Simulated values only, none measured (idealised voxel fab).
Name of the process module below: voxel trench capacitor
We display cut, a cross-section 190 nm in width whose square cells are each 5 nm.
We lay out every cross-section as a grid of square cells and spell it out in bands from the top down, where one band means one or more rows of cells.
Basically the band line says how high the top is and how high the bottom is, in nm, and then what's in it from left to right, every material with its width in nm. Empty space shows up as "blank", and if a single material carries "everywhere" it runs the full band edge to edge.
Below 0: as-received wafer, all one material; heights counted from there. Lowest band: no bottom, goes on down, written "from 0 down".
The width entry "30->40" should be interpreted row by row: the top row of cells in the band takes the first number, the bottom row takes the second number, and the change between adjacent rows is uniform throughout.
"no alteration" after a step means that no cell of the cross-section changed.
This entry, "Completely sealed voids", enumerates those empty regions of no fewer than 8 cells that possess no open connection to the top. Each region is reported in the form width x height at distance, the distance being taken from the left edge, with all three quantities expressed in nm.
Heads up: the bit after the settings on a step's line is the simulator's remark on that step.
You can add "overlay nm" to a step's line. For a step with a mask, it describes how far the mask lay to the right of its planned position, and a negative number describes a lay to the left.
Listed below are the process steps as planned
- 1: RECEIVE, material Si
- 2: CONFORMAL_DEP, material SiN, thk nm 5
- 3: DIRECTIONAL_DEP, material aC, thk nm 15
- 4: PATTERN, tone open, mask id TRENCH, material resist, width nm 25, pitch nm 40, thk nm 35, overlay nm 0
- 5: DIRECTIONAL_ETCH, etch materials aC, depth nm 15
- 6: STRIP, etch materials resist
- 7: DIRECTIONAL_ETCH, etch materials SiN, depth nm 5
- 8: DIRECTIONAL_ETCH, etch materials Si, depth nm 30
- 9: STRIP, etch materials aC
- 10: CONFORMAL_DEP, material HfO2, thk nm 5
- 11: CONFORMAL_DEP, material TiN, thk nm 5
- 12: FILL_DEP, material W, thk nm 10
- 13: CMP, height nm 5
Cross-sectional view of the wafer in its as-received condition, corresponding to the state after step 1
    from 0 down  Si everywhere
    Completely sealed voids: none
This is how the wafer looks in cross-section once the module is done, given the starting state and plan above and one mistake in carrying the plan out
    from 5 to 0  SiN 65 nm, HfO2 5 nm, TiN 5 nm, HfO2 5 nm, SiN 25 nm, HfO2 5 nm, TiN 5 nm, HfO2 5 nm, SiN 70 nm
    from 0 to -25  Si 65 nm, HfO2 5 nm, TiN 5 nm, HfO2 5 nm, Si 25 nm, HfO2 5 nm, TiN 5 nm, HfO2 5 nm, Si 70 nm
    from -25 to -30  Si 65 nm, HfO2 15 nm, Si 25 nm, HfO2 15 nm, Si 70 nm
    from -30 down  Si everywhere
    Completely sealed voids: none
Nonconformance to the process plan: planned and actual differ for step 4; actual: PATTERN, tone open, mask id TRENCH, material resist, width nm 15, pitch nm 40, thk nm 35, overlay nm 0
